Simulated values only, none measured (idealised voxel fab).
Process module, titled voxel released beams
The width of the displayed cross-section, cut, is 180 nm; its cells are square, with a size of 5 nm.
Cross-section spec: square-cell grid; bands listed top down; each band is one or more rows.
Read a band's entry like this: the first values are the height of its top and the height of its bottom in nm, and what follows is the sequence of materials from left to right, each with its width in nm. Note that "empty" is empty space, and that a single material marked "all across" reaches across the band from edge to edge.
Heads up on the height convention: 0 is the point under which the incoming wafer is all one material, and the lowest band has no bottom, it just keeps going down, like "0 and below".
It should be noted that a width expressed as "30->40" varies in equal increments from row to row of cells within the band, taking the value of the first number at the top row and that of the second number at the bottom row.
You'll sometimes find "remained the same" written for a step, and that's the way of saying that nowhere in the cross-section did a cell change during that step.
"Closed void roster" means: voids of 8 cells or more that are shut off from the top with no open way through. Written width x height at distance, distance from the left edge, in nm.
after a step's settings: what the simulator itself notes on the step
overlay nm: mask right of planned place by this much (step with mask). Neg. = left.
Set out below are the planned steps of the process:
1,RECEIVE (material Si)
2,CONFORMAL_DEP (material SiN; thk nm 5)
3,DIRECTIONAL_DEP (material SiO2; thk nm 15)
4,DIRECTIONAL_DEP (material aC; thk nm 15)
5,PATTERN (tone open; mask id ANCHOR; material resist; width nm 25; thk nm 30; overlay nm -15)
6,DIRECTIONAL_ETCH (etch materials aC; depth nm 15)
7,STRIP (etch materials resist)
8,DIRECTIONAL_ETCH (etch materials SiO2; depth nm 15)
9,STRIP (etch materials aC)
10,CONFORMAL_DEP (material polySi; thk nm 10)
11,DIRECTIONAL_DEP (material aC; thk nm 15)
12,PATTERN (tone cover; mask id BEAM; material resist; width nm 110; thk nm 30; overlay nm 0)
13,DIRECTIONAL_ETCH (etch materials aC; depth nm 15)
14,STRIP (etch materials resist)
15,DIRECTIONAL_ETCH (etch materials polySi; depth nm 10)
16,STRIP (etch materials aC)
17,STRIP (etch materials SiO2)
Heads up: all these wafers start the same, and what changes between them is the overlay nm in step 5. The value you see in the plan is just what the first wafer got.
After step 1, as received: first of several wafers, cross-section:
  0 and below: Si all across
  Closed void roster: none
First of several wafers, sectioned at end of module (last step: step 17):
  30 down to 20: empty 35 | polySi 105 | empty 40
  20 down to 15: empty 20 | polySi 10 | empty 5 | polySi 10 | empty 135
  15 down to 5: empty 20 | polySi 25 | empty 135
  5 down to 0: SiN all across
  0 and below: Si all across
  Closed void roster: none
Cross-section, module end, final of several wafers:
  30 down to 20: empty 30 | polySi 30 | empty 5 | polySi 75 | empty 40
  20 down to 15: empty 50 | polySi 10 | empty 5 | polySi 10 | empty 105
  15 down to 5: empty 50 | polySi 25 | empty 105
  5 down to 0: SiN all across
  0 and below: Si all across
  Closed void roster: none
Each wafer at the end: cells of each material gained (+) or lost (-) since it was received, then its closed voids:
overlay nm -15; +36 SiN; +56 polySi; Closed void roster: none
overlay nm -10; +36 SiN; +56 polySi; Closed void roster: none
overlay nm -5; +36 SiN; +56 polySi; Closed void roster: none
overlay nm 0; +36 SiN; +56 polySi; Closed void roster: none
overlay nm 5; +36 SiN; +56 polySi; Closed void roster: none
overlay nm 10; +36 SiN; +56 polySi; Closed void roster: none
overlay nm 15; +36 SiN; +56 polySi; Closed void roster: none
